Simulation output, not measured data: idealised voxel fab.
The name of this process module is voxel self aligned vias.
Xsec cut, 255 nm wide, square cell size 5 nm.
If you're reading a cross-section in this doc, picture square cells in a grid; it comes to you as bands, top ones listed first down to the bottom, and a band can be one or more rows of cells.
Band: top height; bottom height; in nm. Then, left to right: material with width in nm, for each material. "edge to edge": a single material spanning edge to edge. "empty": empty space.
Below 0: as-received wafer, all one material; heights counted from there. Lowest band: no bottom, goes on down, written "0..down".
Width spec "30..40" -> top row of cells at first value, bottom row at second value, equal per-row change in between.
You'll sometimes find "no change occurred" written for a step, and that's the way of saying that nowhere in the cross-section did a cell change during that step.
What "Unvented cavities" gives you is every empty space of 8 cells or more that is cut off from the top. Each appears as width x height at distance, with the distance taken from the left edge and width, height and distance all in nm.
It should be noted that, on the line of a given step, the content following the step's settings is a remark produced by the simulator itself with respect to that step.
When a step includes a mask, the "overlay nm" setting on its line states how far to the right of its planned place that mask lay, and negative values state how far to the left.

SO HERE'S THE LINEUP OF PROCESS STEPS WE PLANNED
1. RECEIVE with material Si
2. CONFORMAL_DEP with material SiO2, thk nm 15
3. CONFORMAL_DEP with material SiCN, thk nm 5
4. DIRECTIONAL_DEP with material SiO2, thk nm 25
5. PATTERN with tone open, mask id LINES, material resist, width nm 30, pitch nm 70, thk nm 20, overlay nm 0
6. DIRECTIONAL_ETCH with etch materials SiO2, depth nm 25
7. STRIP with etch materials resist
8. CONFORMAL_DEP with material TiN, thk nm 5
9. FILL_DEP with material W, thk nm 5
10. CMP with height nm 45
11. SELECTIVE_ETCH with etch materials W Ru TiN, depth nm 5
12. FILL_DEP with material SiN, thk nm 5
13. CMP with height nm 45
14. DIRECTIONAL_DEP with material SiO2, thk nm 20
15. PATTERN with tone open, mask id VIAS, material resist, width nm 40, pitch nm 70, thk nm 20, overlay nm 0
16. DIRECTIONAL_ETCH with etch materials SiO2, depth nm 20
17. DIRECTIONAL_ETCH with etch materials SiN, depth nm 5
18. STRIP with etch materials resist
19. CONFORMAL_DEP with material TiN, thk nm 5
20. FILL_DEP with material W, thk nm 5
21. CMP with height nm 65
22. CONFORMAL_DEP with material SiN, thk nm 5

CROSS-SECTION OF THE WAFER AT RECEIPT, WHICH IS THE CONDITION AFTER STEP 1
- 0..down: Si edge to edge
- Unvented cavities: none

FIRST OF TWO WAFERS AT THE END OF THE MODULE, SHOWN IN CROSS-SECTION; RUN CARRIED OUT AS PLANNED
- 70..65: SiN edge to edge
- 65..50: SiO2=70, then TiN=5, then W=30, then TiN=5, then SiO2=30, then TiN=5, then W=30, then TiN=5, then SiO2=75
- 50..45: SiO2=70, then TiN=10, then W=20, then TiN=10, then SiO2=30, then TiN=10, then W=20, then TiN=10, then SiO2=75
- 45..40: SiO2=75, then TiN=30, then SiO2=40, then TiN=30, then SiO2=80
- 40..25: SiO2=75, then TiN=5, then W=20, then TiN=5, then SiO2=40, then TiN=5, then W=20, then TiN=5, then SiO2=80
- 25..20: SiO2=75, then TiN=30, then SiO2=40, then TiN=30, then SiO2=80
- 20..15: SiCN edge to edge
- 15..0: SiO2 edge to edge
- 0..down: Si edge to edge
- Unvented cavities: none

WAFER TWO, END OF MODULE, CROSS-SECTION. SAME START, SAME PLAN AS WAFER ONE. ONE MISTAKE IN THE RUN
- 70..65: SiN edge to edge
- 65..50: SiO2=70, then TiN=5, then W=30, then TiN=5, then SiO2=30, then TiN=5, then W=30, then TiN=5, then SiO2=75
- 50..45: SiO2=70, then TiN=40, then SiO2=30, then TiN=40, then SiO2=75
- 45..40: SiN=70, then TiN=5, then SiO2=30, then TiN=5, then SiN=30, then TiN=5, then SiO2=30, then TiN=5, then SiN=75
- 40..25: W=70, then TiN=5, then SiO2=30, then TiN=5, then W=30, then TiN=5, then SiO2=30, then TiN=5, then W=75
- 25..20: TiN=75, then SiO2=30, then TiN=40, then SiO2=30, then TiN=80
- 20..15: SiCN edge to edge
- 15..0: SiO2 edge to edge
- 0..down: Si edge to edge
- Unvented cavities: none
Error vs. plan: step 5 was processed under conditions differing from the plan, specifically as PATTERN with tone cover, mask id LINES, material resist, width nm 30, pitch nm 70, thk nm 20, overlay nm 0
Wafer comparison, final, in cells, second relative to first, materials more or fewer: +35 SiN | -135 SiO2 | +27 TiN | +73 W
